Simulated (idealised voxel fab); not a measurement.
Name of the process module below: voxel trench capacitor
The cross-section on display is named cut; it measures 255 nm wide, and its cells are 5 nm squares.
Notation: cross-section as square-cell grid; stated in bands, top first, going down; one or more cell rows per band. Top height, bottom height, nm. Materials left to right, width each, nm. Single material + "full width" = fills band edge to edge. "air" = empty. Measure heights from 0. That's the level where, below it, the as-received wafer is all one material. The lowest band is bottomless and extends downward; write it as in "0..down". A width given as "30..40" starts at the first number in the band's top row and ends at the second number in its bottom row, shifting by an equal amount at every step from row to row. The designation "no change", where it is given for a processing step, indicates that no cell of the cross-section was altered in the course of that step. "Internal closed voids" contains a list of empty spaces, each no smaller than 8 cells and without an open way to the top, written in the form width x height at distance with the distance from the left edge and all three in nm. Post-settings text on a step line: simulator's own remark regarding the step. "overlay nm" denotes, for a step that has a mask, the displacement of the mask to the right of its planned place, with negative values corresponding to the left.

[Steps in the process plan]
1. RECEIVE, material Si
2. CONFORMAL_DEP, material SiN, thk nm 5
3. PATTERN, tone open, mask id TRENCH, material resist, width nm 25, pitch nm 50, thk nm 20, overlay nm 0
4. DIRECTIONAL_ETCH, etch materials SiN, depth nm 5
5. DIRECTIONAL_ETCH, etch materials Si, depth nm 30
6. STRIP, etch materials resist
7. CONFORMAL_DEP, material HfO2, thk nm 5
8. CONFORMAL_DEP, material TiN, thk nm 5
9. FILL_DEP, material W, thk nm 10
10. CMP, height nm 5

[Step 1 complete: cross-section of the wafer as received]
- 0..down  Si full width
- Internal closed voids: none

[Below is the wafer in cross-section after the module was completed. It began from the starting point shown above and followed the plan shown above, except that one mistake was made while running it]
- 5..0  55 W | 5 TiN | 5 HfO2 | 25 SiN | 5 HfO2 | 5 TiN | 5 W | 5 TiN | 5 HfO2 | 25 SiN | 5 HfO2 | 5 TiN | 5 W | 5 TiN | 5 HfO2 | 25 SiN | 5 HfO2 | 5 TiN | 55 W
- 0..-20  55 W | 5 TiN | 5 HfO2 | 25 Si | 5 HfO2 | 5 TiN | 5 W | 5 TiN | 5 HfO2 | 25 Si | 5 HfO2 | 5 TiN | 5 W | 5 TiN | 5 HfO2 | 25 Si | 5 HfO2 | 5 TiN | 55 W
- -20..-25  60 TiN | 5 HfO2 | 25 Si | 5 HfO2 | 15 TiN | 5 HfO2 | 25 Si | 5 HfO2 | 15 TiN | 5 HfO2 | 25 Si | 5 HfO2 | 60 TiN
- -25..-30  65 HfO2 | 25 Si | 25 HfO2 | 25 Si | 25 HfO2 | 25 Si | 65 HfO2
- -30..down  Si full width
- Internal closed voids: none
Run error: it should be noted that step 3 was executed with settings other than those planned, the operation and settings actually applied being PATTERN, tone cover, mask id TRENCH, material resist, width nm 25, pitch nm 50, thk nm 20, overlay nm 0
